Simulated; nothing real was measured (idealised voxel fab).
You're looking at the process module voxel self aligned vias.
Cross-section cut: width 160 nm, square cells of 5 nm.
Each cross-section below is a grid of square cells, stated as bands in top-down order, with one or more rows of cells making up each band.
Per band: top height and bottom height in nm, followed by the left-to-right materials and their widths in nm; "throughout" marks a single material spanning edge to edge, "empty" marks empty space.
The level at which height equals 0 is the one under which the wafer, as it arrives, is entirely one material. No lower edge exists for the bottom band, which continues downward and is notated as in "0 nm and below".
You'd read "30->40" like this: the band's top row of cells is as wide as the first number, its bottom row is as wide as the second, and going down, every row changes width by the same amount as the row before did.
The cross-section has no changed cell in any step marked "nothing different".
Closed-off voids of 8+ cells (no open route to the top) go in "Fully enclosed voids", written width x height at distance from the left edge, in nm.
Where a step's line continues beyond its settings, the continuation is a remark by the simulator itself on that step.
What "overlay nm" on a step's line means: if the step has a mask, that mask lay this far to the right of its planned place, or, when the value is negative, to the left.
Pairs follow: section before one process step, section after it down to the lowest changed band, step with settings underneath. Pairs may come from different runs of this module on the same starting wafer; continuity with the pair above only as stated in the "State before" entry.

[State before]
> 0 nm and below = Si throughout
> Fully enclosed voids: none

[Post-Step Geometry]
> 15 nm to 0 nm = SiO2 throughout
> Everything under 0 stays put, no change at all.
> Fully enclosed voids: none
Step lying between the two cross-sections just above: op CONFORMAL_DEP | material SiO2 | thk nm 15

State before: The initial state for this step is given by the after cross-section of the immediately preceding pair.

[Post-Step Geometry]
> 20 nm to 15 nm = SiCN throughout
> Everything under 15 stays put, no change at all.
> Fully enclosed voids: none
Step lying between the two cross-sections just above: op CONFORMAL_DEP | material SiCN | thk nm 5

State before: The initial state for this step is given by the after cross-section of the immediately preceding pair.

[Post-Step Geometry]
> 50 nm to 20 nm = SiO2 throughout
> Everything under 20 stays put, no change at all.
> Fully enclosed voids: none
Step lying between the two cross-sections just above: op DIRECTIONAL_DEP | material SiO2 | thk nm 30

State before: The initial state for this step is given by the after cross-section of the immediately preceding pair.

[Post-Step Geometry]
> 60 nm to 50 nm = aC throughout
> Everything under 50 stays put, no change at all.
> Fully enclosed voids: none
Step lying between the two cross-sections just above: op DIRECTIONAL_DEP | material aC | thk nm 10

State before: The initial state for this step is given by the after cross-section of the immediately preceding pair.

[Post-Step Geometry]
> 85 nm to 60 nm = resist: 40  empty: 20  resist: 35  empty: 20  resist: 45
> Everything under 60 stays put, no change at all.
> Fully enclosed voids: none
Step lying between the two cross-sections just above: op PATTERN | tone open | mask id LINES | material resist | width nm 20 | pitch nm 55 | thk nm 25 | overlay nm 0

State before: The initial state for this step is given by the after cross-section of the immediately preceding pair.

[Post-Step Geometry]
> 75 nm to 60 nm = resist: 40  empty: 20  resist: 35  empty: 20  resist: 45
> 60 nm to 50 nm = aC: 40  empty: 20  aC: 35  empty: 20  aC: 45
> Everything under 50 stays put, no change at all.
> Fully enclosed voids: none
Step lying between the two cross-sections just above: op DIRECTIONAL_ETCH | etch materials aC | depth nm 10

State before: The initial state for this step is given by the after cross-section of the immediately preceding pair.

[Post-Step Geometry]
> 60 nm to 50 nm = aC: 40  empty: 20  aC: 35  empty: 20  aC: 45
> Everything under 50 stays put, no change at all.
> Fully enclosed voids: none
Step lying between the two cross-sections just above: op STRIP | etch materials resist

State before: The initial state for this step is given by the after cross-section of the immediately preceding pair.

[Post-Step Geometry]
> 60 nm to 50 nm = aC: 40  empty: 20  aC: 35  empty: 20  aC: 45
> 50 nm to 20 nm = SiO2: 40  empty: 20  SiO2: 35  empty: 20  SiO2: 45
> Everything under 20 stays put, no change at all.
> Fully enclosed voids: none
Step lying between the two cross-sections just above: op DIRECTIONAL_ETCH | etch materials SiO2 | depth nm 30

State before: The initial state for this step is given by the after cross-section of the immediately preceding pair.

[Post-Step Geometry]
> 50 nm to 20 nm = SiO2: 40  empty: 20  SiO2: 35  empty: 20  SiO2: 45
> Everything under 20 stays put, no change at all.
> Fully enclosed voids: none
Step lying between the two cross-sections just above: op STRIP | etch materials aC

State before: The initial state for this step is given by the after cross-section of the immediately preceding pair.

[Post-Step Geometry]
> 55 nm to 50 nm = TiN: 45  empty: 10  TiN: 45  empty: 10  TiN: 50
> 50 nm to 25 nm = SiO2: 40  TiN: 5  empty: 10  TiN: 5  SiO2: 35  TiN: 5  empty: 10  TiN: 5  SiO2: 45
> 25 nm to 20 nm = SiO2: 40  TiN: 20  SiO2: 35  TiN: 20  SiO2: 45
> Everything under 20 stays put, no change at all.
> Fully enclosed voids: none
Step lying between the two cross-sections just above: op CONFORMAL_DEP | material TiN | thk nm 5

State before: The initial state for this step is given by the after cross-section of the immediately preceding pair.

[Post-Step Geometry]
> 65 nm to 55 nm = Ru throughout
> 55 nm to 50 nm = TiN: 45  Ru: 10  TiN: 45  Ru: 10  TiN: 50
> 50 nm to 25 nm = SiO2: 40  TiN: 5  Ru: 10  TiN: 5  SiO2: 35  TiN: 5  Ru: 10  TiN: 5  SiO2: 45
> Everything under 25 stays put, no change at all.
> Fully enclosed voids: none
Step lying between the two cross-sections just above: op FILL_DEP | material Ru | thk nm 10

State before: The initial state for this step is given by the after cross-section of the immediately preceding pair.

[Post-Step Geometry]
> 50 nm to 25 nm = SiO2: 40  TiN: 5  Ru: 10  TiN: 5  SiO2: 35  TiN: 5  Ru: 10  TiN: 5  SiO2: 45
> Everything under 25 stays put, no change at all.
> Fully enclosed voids: none
Step lying between the two cross-sections just above: op CMP | height nm 50

State before: The initial state for this step is given by the after cross-section of the immediately preceding pair.

[Post-Step Geometry]
> 50 nm to 40 nm = SiO2: 40  empty: 20  SiO2: 35  empty: 20  SiO2: 45
> Everything under 40 stays put, no change at all.
> Fully enclosed voids: none
Step lying between the two cross-sections just above: op SELECTIVE_ETCH | etch materials W Ru TiN | depth nm 10

State before: The initial state for this step is given by the after cross-section of the immediately preceding pair.

[Post-Step Geometry]
> 60 nm to 50 nm = SiN throughout
> 50 nm to 40 nm = SiO2: 40  SiN: 20  SiO2: 35  SiN: 20  SiO2: 45
> Everything under 40 stays put, no change at all.
> Fully enclosed voids: none
Step lying between the two cross-sections just above: op FILL_DEP | material SiN | thk nm 10

State before: The initial state for this step is given by the after cross-section of the immediately preceding pair.

[Post-Step Geometry]
> 50 nm to 40 nm = SiO2: 40  SiN: 20  SiO2: 35  SiN: 20  SiO2: 45
> Everything under 40 stays put, no change at all.
> Fully enclosed voids: none
Step lying between the two cross-sections just above: op CMP | height nm 50

State before: The initial state for this step is given by the after cross-section of the immediately preceding pair.

[Post-Step Geometry]
> 70 nm to 50 nm = SiO2 throughout
> Everything under 50 stays put, no change at all.
> Fully enclosed voids: none
Step lying between the two cross-sections just above: op DIRECTIONAL_DEP | material SiO2 | thk nm 20

State before: The initial state for this step is given by the after cross-section of the immediately preceding pair.

[Post-Step Geometry]
> 90 nm to 70 nm = resist: 35  empty: 30  resist: 95
> Everything under 70 stays put, no change at all.
> Fully enclosed voids: none
Step lying between the two cross-sections just above: op PATTERN | tone open | mask id VIAS | material resist | width nm 30 | thk nm 20 | overlay nm 0

State before: The initial state for this step is given by the after cross-section of the immediately preceding pair.

[Post-Step Geometry]
> 90 nm to 70 nm = resist: 35  empty: 30  resist: 95
> 70 nm to 50 nm = SiO2: 35  empty: 30  SiO2: 95
> Everything under 50 stays put, no change at all.
> Fully enclosed voids: none
Step lying between the two cross-sections just above: op DIRECTIONAL_ETCH | etch materials SiO2 | depth nm 20

State before: The initial state for this step is given by the after cross-section of the immediately preceding pair.

[Post-Step Geometry]
> 90 nm to 70 nm = resist: 35  empty: 30  resist: 95
> 70 nm to 50 nm = SiO2: 35  empty: 30  SiO2: 95
> 50 nm to 40 nm = SiO2: 40  empty: 20  SiO2: 35  SiN: 20  SiO2: 45
> Everything under 40 stays put, no change at all.
> Fully enclosed voids: none
Step lying between the two cross-sections just above: op DIRECTIONAL_ETCH | etch materials SiN | depth nm 10

State before: The initial state for this step is given by the after cross-section of the immediately preceding pair.

[Post-Step Geometry]
> 70 nm to 50 nm = SiO2: 35  empty: 30  SiO2: 95
> Everything under 50 stays put, no change at all.
> Fully enclosed voids: none
Step lying between the two cross-sections just above: op STRIP | etch materials resist

State before: The initial state for this step is given by the after cross-section of the immediately preceding pair.

[Post-Step Geometry]
> 75 nm to 70 nm = TiN: 40  empty: 20  TiN: 100
> 70 nm to 55 nm = SiO2: 35  TiN: 5  empty: 20  TiN: 5  SiO2: 95
> 55 nm to 50 nm = SiO2: 35  TiN: 10  empty: 10  TiN: 10  SiO2: 95
> 50 nm to 45 nm = SiO2: 40  TiN: 5  empty: 10  TiN: 5  SiO2: 35  SiN: 20  SiO2: 45
> 45 nm to 40 nm = SiO2: 40  TiN: 20  SiO2: 35  SiN: 20  SiO2: 45
> Everything under 40 stays put, no change at all.
> Fully enclosed voids: none
Step lying between the two cross-sections just above: op CONFORMAL_DEP | material TiN | thk nm 5

State before: The initial state for this step is given by the after cross-section of the immediately preceding pair.

[Post-Step Geometry]
> 80 nm to 75 nm = Cu throughout
> 75 nm to 70 nm = TiN: 40  Cu: 20  TiN: 100
> 70 nm to 55 nm = SiO2: 35  TiN: 5  Cu: 20  TiN: 5  SiO2: 95
> 55 nm to 50 nm = SiO2: 35  TiN: 10  Cu: 10  TiN: 10  SiO2: 95
> 50 nm to 45 nm = SiO2: 40  TiN: 5  Cu: 10  TiN: 5  SiO2: 35  SiN: 20  SiO2: 45
> Everything under 45 stays put, no change at all.
> Fully enclosed voids: none
Step lying between the two cross-sections just above: op FILL_DEP | material Cu | thk nm 5

State before: The initial state for this step is given by the after cross-section of the immediately preceding pair.

[Post-Step Geometry]
> 70 nm to 55 nm = SiO2: 35  TiN: 5  Cu: 20  TiN: 5  SiO2: 95
> Everything under 55 stays put, no change at all.
> Fully enclosed voids: none
Step lying between the two cross-sections just above: op CMP | height nm 70

State before: The initial state for this step is given by the after cross-section of the immediately preceding pair.

[Post-Step Geometry]
> 75 nm to 70 nm = SiN throughout
> Everything under 70 stays put, no change at all.
> Fully enclosed voids: none
Step lying between the two cross-sections just above: op CONFORMAL_DEP | material SiN | thk nm 5

[State before]
> 15 nm to 0 nm = SiO2 throughout
> 0 nm and below = Si throughout
> Fully enclosed voids: none

[Post-Step Geometry]
> 45 nm to 0 nm = SiO2 throughout
> Everything under 0 stays put, no change at all.
> Fully enclosed voids: none
Step lying between the two cross-sections just above: op DIRECTIONAL_DEP | material SiO2 | thk nm 30

State before: The initial state for this step is given by the after cross-section of the immediately preceding pair.

[Post-Step Geometry]
> 55 nm to 45 nm = aC throughout
> Everything under 45 stays put, no change at all.
> Fully enclosed voids: none
Step lying between the two cross-sections just above: op DIRECTIONAL_DEP | material aC | thk nm 10

State before: The initial state for this step is given by the after cross-section of the immediately preceding pair.

[Post-Step Geometry]
> 80 nm to 55 nm = resist: 40  empty: 20  resist: 35  empty: 20  resist: 45
> Everything under 55 stays put, no change at all.
> Fully enclosed voids: none
Step lying between the two cross-sections just above: op PATTERN | tone open | mask id LINES | material resist | width nm 20 | pitch nm 55 | thk nm 25 | overlay nm 0

State before: The initial state for this step is given by the after cross-section of the immediately preceding pair.

[Post-Step Geometry]
> 70 nm to 55 nm = resist: 40  empty: 20  resist: 35  empty: 20  resist: 45
> 55 nm to 45 nm = aC: 40  empty: 20  aC: 35  empty: 20  aC: 45
> Everything under 45 stays put, no change at all.
> Fully enclosed voids: none
Step lying between the two cross-sections just above: op DIRECTIONAL_ETCH | etch materials aC | depth nm 10

State before: The initial state for this step is given by the after cross-section of the immediately preceding pair.

[Post-Step Geometry]
> 55 nm to 45 nm = aC: 40  empty: 20  aC: 35  empty: 20  aC: 45
> Everything under 45 stays put, no change at all.
> Fully enclosed voids: none
Step lying between the two cross-sections just above: op STRIP | etch materials resist

State before: The initial state for this step is given by the after cross-section of the immediately preceding pair.

[Post-Step Geometry]
> 55 nm to 45 nm = aC: 40  empty: 20  aC: 35  empty: 20  aC: 45
> 45 nm to 15 nm = SiO2: 40  empty: 20  SiO2: 35  empty: 20  SiO2: 45
> Everything under 15 stays put, no change at all.
> Fully enclosed voids: none
Step lying between the two cross-sections just above: op DIRECTIONAL_ETCH | etch materials SiO2 | depth nm 30

State before: The initial state for this step is given by the after cross-section of the immediately preceding pair.

[Post-Step Geometry]
> 45 nm to 15 nm = SiO2: 40  empty: 20  SiO2: 35  empty: 20  SiO2: 45
> Everything under 15 stays put, no change at all.
> Fully enclosed voids: none
Step lying between the two cross-sections just above: op STRIP | etch materials aC

State before: The initial state for this step is given by the after cross-section of the immediately preceding pair.

[Post-Step Geometry]
> 50 nm to 45 nm = TiN: 45  empty: 10  TiN: 45  empty: 10  TiN: 50
> 45 nm to 20 nm = SiO2: 40  TiN: 5  empty: 10  TiN: 5  SiO2: 35  TiN: 5  empty: 10  TiN: 5  SiO2: 45
> 20 nm to 15 nm = SiO2: 40  TiN: 20  SiO2: 35  TiN: 20  SiO2: 45
> Everything under 15 stays put, no change at all.
> Fully enclosed voids: none
Step lying between the two cross-sections just above: op CONFORMAL_DEP | material TiN | thk nm 5

State before: The initial state for this step is given by the after cross-section of the immediately preceding pair.

[Post-Step Geometry]
> 60 nm to 50 nm = Ru throughout
> 50 nm to 45 nm = TiN: 45  Ru: 10  TiN: 45  Ru: 10  TiN: 50
> 45 nm to 20 nm = SiO2: 40  TiN: 5  Ru: 10  TiN: 5  SiO2: 35  TiN: 5  Ru: 10  TiN: 5  SiO2: 45
> Everything under 20 stays put, no change at all.
> Fully enclosed voids: none
Step lying between the two cross-sections just above: op FILL_DEP | material Ru | thk nm 10

State before: The initial state for this step is given by the after cross-section of the immediately preceding pair.

[Post-Step Geometry]
> 50 nm to 45 nm = TiN: 45  Ru: 10  TiN: 45  Ru: 10  TiN: 50
> Everything under 45 stays put, no change at all.
> Fully enclosed voids: none
Step lying between the two cross-sections just above: op CMP | height nm 50

State before: The initial state for this step is given by the after cross-section of the immediately preceding pair.

[Post-Step Geometry]
> 45 nm to 40 nm = SiO2: 40  empty: 20  SiO2: 35  empty: 20  SiO2: 45
> Everything under 40 stays put, no change at all.
> Fully enclosed voids: none
Step lying between the two cross-sections just above: op SELECTIVE_ETCH | etch materials W Ru TiN | depth nm 10

State before: The initial state for this step is given by the after cross-section of the immediately preceding pair.

[Post-Step Geometry]
> 55 nm to 45 nm = SiN throughout
> 45 nm to 40 nm = SiO2: 40  SiN: 20  SiO2: 35  SiN: 20  SiO2: 45
> Everything under 40 stays put, no change at all.
> Fully enclosed voids: none
Step lying between the two cross-sections just above: op FILL_DEP | material SiN | thk nm 10

State before: The initial state for this step is given by the after cross-section of the immediately preceding pair.

[Post-Step Geometry]
> 50 nm to 45 nm = SiN throughout
> Everything under 45 stays put, no change at all.
> Fully enclosed voids: none
Step lying between the two cross-sections just above: op CMP | height nm 50

State before: The initial state for this step is given by the after cross-section of the immediately preceding pair.

[Post-Step Geometry]
> 70 nm to 50 nm = SiO2 throughout
> Everything under 50 stays put, no change at all.
> Fully enclosed voids: none
Step lying between the two cross-sections just above: op DIRECTIONAL_DEP | material SiO2 | thk nm 20

State before: The initial state for this step is given by the after cross-section of the immediately preceding pair.

[Post-Step Geometry]
> 90 nm to 70 nm = resist: 35  empty: 30  resist: 95
> Everything under 70 stays put, no change at all.
> Fully enclosed voids: none
Step lying between the two cross-sections just above: op PATTERN | tone open | mask id VIAS | material resist | width nm 30 | thk nm 20 | overlay nm 0

State before: The initial state for this step is given by the after cross-section of the immediately preceding pair.

[Post-Step Geometry]
> 90 nm to 70 nm = resist: 35  empty: 30  resist: 95
> 70 nm to 50 nm = SiO2: 35  empty: 30  SiO2: 95
> Everything under 50 stays put, no change at all.
> Fully enclosed voids: none
Step lying between the two cross-sections just above: op DIRECTIONAL_ETCH | etch materials SiO2 | depth nm 20

State before: The initial state for this step is given by the after cross-section of the immediately preceding pair.

[Post-Step Geometry]
> 90 nm to 70 nm = resist: 35  empty: 30  resist: 95
> 70 nm to 50 nm = SiO2: 35  empty: 30  SiO2: 95
> 50 nm to 45 nm = SiN: 35  empty: 30  SiN: 95
> 45 nm to 40 nm = SiO2: 40  empty: 20  SiO2: 35  SiN: 20  SiO2: 45
> Everything under 40 stays put, no change at all.
> Fully enclosed voids: none
Step lying between the two cross-sections just above: op DIRECTIONAL_ETCH | etch materials SiN | depth nm 10

State before: The initial state for this step is given by the after cross-section of the immediately preceding pair.

[Post-Step Geometry]
> 70 nm to 50 nm = SiO2: 35  empty: 30  SiO2: 95
> Everything under 50 stays put, no change at all.
> Fully enclosed voids: none
Step lying between the two cross-sections just above: op STRIP | etch materials resist

State before: The initial state for this step is given by the after cross-section of the immediately preceding pair.

[Post-Step Geometry]
> 75 nm to 70 nm = TiN: 40  empty: 20  TiN: 100
> 70 nm to 50 nm = SiO2: 35  TiN: 5  empty: 20  TiN: 5  SiO2: 95
> 50 nm to 45 nm = SiN: 35  TiN: 10  empty: 10  TiN: 10  SiN: 95
> 45 nm to 40 nm = SiO2: 40  TiN: 20  SiO2: 35  SiN: 20  SiO2: 45
> Everything under 40 stays put, no change at all.
> Fully enclosed voids: none
Step lying between the two cross-sections just above: op CONFORMAL_DEP | material TiN | thk nm 5

State before: The initial state for this step is given by the after cross-section of the immediately preceding pair.

[Post-Step Geometry]
> 80 nm to 75 nm = Cu throughout
> 75 nm to 70 nm = TiN: 40  Cu: 20  TiN: 100
> 70 nm to 50 nm = SiO2: 35  TiN: 5  Cu: 20  TiN: 5  SiO2: 95
> 50 nm to 45 nm = SiN: 35  TiN: 10  Cu: 10  TiN: 10  SiN: 95
> Everything under 45 stays put, no change at all.
> Fully enclosed voids: none
Step lying between the two cross-sections just above: op FILL_DEP | material Cu | thk nm 5

State before: The initial state for this step is given by the after cross-section of the immediately preceding pair.

[Post-Step Geometry]
> 70 nm to 50 nm = SiO2: 35  TiN: 5  Cu: 20  TiN: 5  SiO2: 95
> Everything under 50 stays put, no change at all.
> Fully enclosed voids: none
Step lying between the two cross-sections just above: op CMP | height nm 70

State before: The initial state for this step is given by the after cross-section of the immediately preceding pair.

[Post-Step Geometry]
> 75 nm to 70 nm = SiN throughout
> Everything under 70 stays put, no change at all.
> Fully enclosed voids: none
Step lying between the two cross-sections just above: op CONFORMAL_DEP | material SiN | thk nm 5

[State before]
> 90 nm to 70 nm = resist: 35  empty: 30  resist: 95
> 70 nm to 50 nm = SiO2: 35  empty: 30  SiO2: 95
> 50 nm to 40 nm = SiO2: 40  SiN: 20  SiO2: 35  SiN: 20  SiO2: 45
> 40 nm to 25 nm = SiO2: 40  TiN: 5  Ru: 10  TiN: 5  SiO2: 35  TiN: 5  Ru: 10  TiN: 5  SiO2: 45
> 25 nm to 20 nm = SiO2: 40  TiN: 20  SiO2: 35  TiN: 20  SiO2: 45
> 20 nm to 15 nm = SiCN throughout
> 15 nm to 0 nm = SiO2 throughout
> 0 nm and below = Si throughout
> Fully enclosed voids: none

[Post-Step Geometry]
> 90 nm to 70 nm = resist: 35  empty: 30  resist: 95
> 70 nm to 50 nm = SiO2: 35  empty: 30  SiO2: 95
> 50 nm to 40 nm = SiO2: 35  empty: 5  SiN: 20  empty: 5  SiO2: 30  SiN: 20  SiO2: 45
> 40 nm to 30 nm = SiO2: 35  empty: 5  TiN: 5  Ru: 10  TiN: 5  empty: 5  SiO2: 30  TiN: 5  Ru: 10  TiN: 5  SiO2: 45
> Everything under 30 stays put, no change at all.
> Fully enclosed voids: none
Step lying between the two cross-sections just above: op DIRECTIONAL_ETCH | etch materials SiO2 | depth nm 20

State before: The initial state for this step is given by the after cross-section of the immediately preceding pair.

[Post-Step Geometry]
> 90 nm to 70 nm = resist: 35  empty: 30  resist: 95
> 70 nm to 50 nm = SiO2: 35  empty: 30  SiO2: 95
> 50 nm to 40 nm = SiO2: 35  empty: 30  SiO2: 30  SiN: 20  SiO2: 45
> Everything under 40 stays put, no change at all.
> Fully enclosed voids: none
Step lying between the two cross-sections just above: op DIRECTIONAL_ETCH | etch materials SiN | depth nm 10

State before: The initial state for this step is given by the after cross-section of the immediately preceding pair.

[Post-Step Geometry]
> 70 nm to 50 nm = SiO2: 35  empty: 30  SiO2: 95
> Everything under 50 stays put, no change at all.
> Fully enclosed voids: none
Step lying between the two cross-sections just above: op STRIP | etch materials resist

State before: The initial state for this step is given by the after cross-section of the immediately preceding pair.

[Post-Step Geometry]
> 75 nm to 70 nm = TiN: 40  empty: 20  TiN: 100
> 70 nm to 50 nm = SiO2: 35  TiN: 5  empty: 20  TiN: 5  SiO2: 95
> 50 nm to 45 nm = SiO2: 35  TiN: 5  empty: 20  TiN: 5  SiO2: 30  SiN: 20  SiO2: 45
> 45 nm to 40 nm = SiO2: 35  TiN: 30  SiO2: 30  SiN: 20  SiO2: 45
> 40 nm to 30 nm = SiO2: 35  TiN: 10  Ru: 10  TiN: 10  SiO2: 30  TiN: 5  Ru: 10  TiN: 5  SiO2: 45
> Everything under 30 stays put, no change at all.
> Fully enclosed voids: none
Step lying between the two cross-sections just above: op CONFORMAL_DEP | material TiN | thk nm 5

State before: The initial state for this step is given by the after cross-section of the immediately preceding pair.

[Post-Step Geometry]
> 80 nm to 75 nm = Cu throughout
> 75 nm to 70 nm = TiN: 40  Cu: 20  TiN: 100
> 70 nm to 50 nm = SiO2: 35  TiN: 5  Cu: 20  TiN: 5  SiO2: 95
> 50 nm to 45 nm = SiO2: 35  TiN: 5  Cu: 20  TiN: 5  SiO2: 30  SiN: 20  SiO2: 45
> Everything under 45 stays put, no change at all.
> Fully enclosed voids: none
Step lying between the two cross-sections just above: op FILL_DEP | material Cu | thk nm 5

State before: The initial state for this step is given by the after cross-section of the immediately preceding pair.

[Post-Step Geometry]
> 70 nm to 50 nm = SiO2: 35  TiN: 5  Cu: 20  TiN: 5  SiO2: 95
> Everything under 50 stays put, no change at all.
> Fully enclosed voids: none
Step lying between the two cross-sections just above: op CMP | height nm 70

State before: The initial state for this step is given by the after cross-section of the immediately preceding pair.

[Post-Step Geometry]
> 75 nm to 70 nm = SiN throughout
> Everything under 70 stays put, no change at all.
> Fully enclosed voids: none
Step lying between the two cross-sections just above: op CONFORMAL_DEP | material SiN | thk nm 5

[State before]
> 0 nm and below = Si throughout
> Fully enclosed voids: none

[Post-Step Geometry]
> 5 nm to 0 nm = SiCN throughout
> Everything under 0 stays put, no change at all.
> Fully enclosed voids: none
Step lying between the two cross-sections just above: op CONFORMAL_DEP | material SiCN | thk nm 5

State before: The initial state for this step is given by the after cross-section of the immediately preceding pair.

[Post-Step Geometry]
> 20 nm to 5 nm = SiO2 throughout
> Everything under 5 stays put, no change at all.
> Fully enclosed voids: none
Step lying between the two cross-sections just above: op CONFORMAL_DEP | material SiO2 | thk nm 15

State before: The initial state for this step is given by the after cross-section of the immediately preceding pair.

[Post-Step Geometry]
> 50 nm to 5 nm = SiO2 throughout
> Everything under 5 stays put, no change at all.
> Fully enclosed voids: none
Step lying between the two cross-sections just above: op DIRECTIONAL_DEP | material SiO2 | thk nm 30

State before: The initial state for this step is given by the after cross-section of the immediately preceding pair.

[Post-Step Geometry]
> 60 nm to 50 nm = aC throughout
> Everything under 50 stays put, no change at all.
> Fully enclosed voids: none
Step lying between the two cross-sections just above: op DIRECTIONAL_DEP | material aC | thk nm 10

State before: The initial state for this step is given by the after cross-section of the immediately preceding pair.

[Post-Step Geometry]
> 85 nm to 60 nm = resist: 40  empty: 20  resist: 35  empty: 20  resist: 45
> Everything under 60 stays put, no change at all.
> Fully enclosed voids: none
Step lying between the two cross-sections just above: op PATTERN | tone open | mask id LINES | material resist | width nm 20 | pitch nm 55 | thk nm 25 | overlay nm 0

State before: The initial state for this step is given by the after cross-section of the immediately preceding pair.

[Post-Step Geometry]
> 75 nm to 60 nm = resist: 40  empty: 20  resist: 35  empty: 20  resist: 45
> 60 nm to 50 nm = aC: 40  empty: 20  aC: 35  empty: 20  aC: 45
> Everything under 50 stays put, no change at all.
> Fully enclosed voids: none
Step lying between the two cross-sections just above: op DIRECTIONAL_ETCH | etch materials aC | depth nm 10

State before: The initial state for this step is given by the after cross-section of the immediately preceding pair.

[Post-Step Geometry]
> 60 nm to 50 nm = aC: 40  empty: 20  aC: 35  empty: 20  aC: 45
> Everything under 50 stays put, no change at all.
> Fully enclosed voids: none
Step lying between the two cross-sections just above: op STRIP | etch materials resist

State before: The initial state for this step is given by the after cross-section of the immediately preceding pair.

[Post-Step Geometry]
> 60 nm to 50 nm = aC: 40  empty: 20  aC: 35  empty: 20  aC: 45
> 50 nm to 20 nm = SiO2: 40  empty: 20  SiO2: 35  empty: 20  SiO2: 45
> Everything under 20 stays put, no change at all.
> Fully enclosed voids: none
Step lying between the two cross-sections just above: op DIRECTIONAL_ETCH | etch materials SiO2 | depth nm 30

State before: The initial state for this step is given by the after cross-section of the immediately preceding pair.

[Post-Step Geometry]
> 50 nm to 20 nm = SiO2: 40  empty: 20  SiO2: 35  empty: 20  SiO2: 45
> Everything under 20 stays put, no change at all.
> Fully enclosed voids: none
Step lying between the two cross-sections just above: op STRIP | etch materials aC

State before: The initial state for this step is given by the after cross-section of the immediately preceding pair.

[Post-Step Geometry]
> 55 nm to 50 nm = TiN: 45  empty: 10  TiN: 45  empty: 10  TiN: 50
> 50 nm to 25 nm = SiO2: 40  TiN: 5  empty: 10  TiN: 5  SiO2: 35  TiN: 5  empty: 10  TiN: 5  SiO2: 45
> 25 nm to 20 nm = SiO2: 40  TiN: 20  SiO2: 35  TiN: 20  SiO2: 45
> Everything under 20 stays put, no change at all.
> Fully enclosed voids: none
Step lying between the two cross-sections just above: op CONFORMAL_DEP | material TiN | thk nm 5

State before: The initial state for this step is given by the after cross-section of the immediately preceding pair.

[Post-Step Geometry]
> 65 nm to 55 nm = Ru throughout
> 55 nm to 50 nm = TiN: 45  Ru: 10  TiN: 45  Ru: 10  TiN: 50
> 50 nm to 25 nm = SiO2: 40  TiN: 5  Ru: 10  TiN: 5  SiO2: 35  TiN: 5  Ru: 10  TiN: 5  SiO2: 45
> Everything under 25 stays put, no change at all.
> Fully enclosed voids: none
Step lying between the two cross-sections just above: op FILL_DEP | material Ru | thk nm 10

State before: The initial state for this step is given by the after cross-section of the immediately preceding pair.

[Post-Step Geometry]
> 50 nm to 25 nm = SiO2: 40  TiN: 5  Ru: 10  TiN: 5  SiO2: 35  TiN: 5  Ru: 10  TiN: 5  SiO2: 45
> Everything under 25 stays put, no change at all.
> Fully enclosed voids: none
Step lying between the two cross-sections just above: op CMP | height nm 50

State before: The initial state for this step is given by the after cross-section of the immediately preceding pair.

[Post-Step Geometry]
> 50 nm to 40 nm = SiO2: 40  empty: 20  SiO2: 35  empty: 20  SiO2: 45
> Everything under 40 stays put, no change at all.
> Fully enclosed voids: none
Step lying between the two cross-sections just above: op SELECTIVE_ETCH | etch materials W Ru TiN | depth nm 10

State before: The initial state for this step is given by the after cross-section of the immediately preceding pair.

[Post-Step Geometry]
> 60 nm to 50 nm = SiN throughout
> 50 nm to 40 nm = SiO2: 40  SiN: 20  SiO2: 35  SiN: 20  SiO2: 45
> Everything under 40 stays put, no change at all.
> Fully enclosed voids: none
Step lying between the two cross-sections just above: op FILL_DEP | material SiN | thk nm 10

State before: The initial state for this step is given by the after cross-section of the immediately preceding pair.

[Post-Step Geometry]
> 50 nm to 40 nm = SiO2: 40  SiN: 20  SiO2: 35  SiN: 20  SiO2: 45
> Everything under 40 stays put, no change at all.
> Fully enclosed voids: none
Step lying between the two cross-sections just above: op CMP | height nm 50

State before: The initial state for this step is given by the after cross-section of the immediately preceding pair.

[Post-Step Geometry]
> 70 nm to 50 nm = SiO2 throughout
> Everything under 50 stays put, no change at all.
> Fully enclosed voids: none
Step lying between the two cross-sections just above: op DIRECTIONAL_DEP | material SiO2 | thk nm 20

State before: The initial state for this step is given by the after cross-section of the immediately preceding pair.

[Post-Step Geometry]
> 90 nm to 70 nm = resist: 35  empty: 30  resist: 95
> Everything under 70 stays put, no change at all.
> Fully enclosed voids: none
Step lying between the two cross-sections just above: op PATTERN | tone open | mask id VIAS | material resist | width nm 30 | thk nm 20 | overlay nm 0

State before: The initial state for this step is given by the after cross-section of the immediately preceding pair.

[Post-Step Geometry]
> 90 nm to 70 nm = resist: 35  empty: 30  resist: 95
> 70 nm to 50 nm = SiO2: 35  empty: 30  SiO2: 95
> Everything under 50 stays put, no change at all.
> Fully enclosed voids: none
Step lying between the two cross-sections just above: op DIRECTIONAL_ETCH | etch materials SiO2 | depth nm 20

State before: The initial state for this step is given by the after cross-section of the immediately preceding pair.

[Post-Step Geometry]
> 90 nm to 70 nm = resist: 35  empty: 30  resist: 95
> 70 nm to 50 nm = SiO2: 35  empty: 30  SiO2: 95
> 50 nm to 40 nm = SiO2: 40  empty: 20  SiO2: 35  SiN: 20  SiO2: 45
> Everything under 40 stays put, no change at all.
> Fully enclosed voids: none
Step lying between the two cross-sections just above: op DIRECTIONAL_ETCH | etch materials SiN | depth nm 10

State before: The initial state for this step is given by the after cross-section of the immediately preceding pair.

[Post-Step Geometry]
> 70 nm to 50 nm = SiO2: 35  empty: 30  SiO2: 95
> Everything under 50 stays put, no change at all.
> Fully enclosed voids: none
Step lying between the two cross-sections just above: op STRIP | etch materials resist

State before: The initial state for this step is given by the after cross-section of the immediately preceding pair.

[Post-Step Geometry]
> 75 nm to 70 nm = TiN: 40  empty: 20  TiN: 100
> 70 nm to 55 nm = SiO2: 35  TiN: 5  empty: 20  TiN: 5  SiO2: 95
> 55 nm to 50 nm = SiO2: 35  TiN: 10  empty: 10  TiN: 10  SiO2: 95
> 50 nm to 45 nm = SiO2: 40  TiN: 5  empty: 10  TiN: 5  SiO2: 35  SiN: 20  SiO2: 45
> 45 nm to 40 nm = SiO2: 40  TiN: 20  SiO2: 35  SiN: 20  SiO2: 45
> Everything under 40 stays put, no change at all.
> Fully enclosed voids: none
Step lying between the two cross-sections just above: op CONFORMAL_DEP | material TiN | thk nm 5
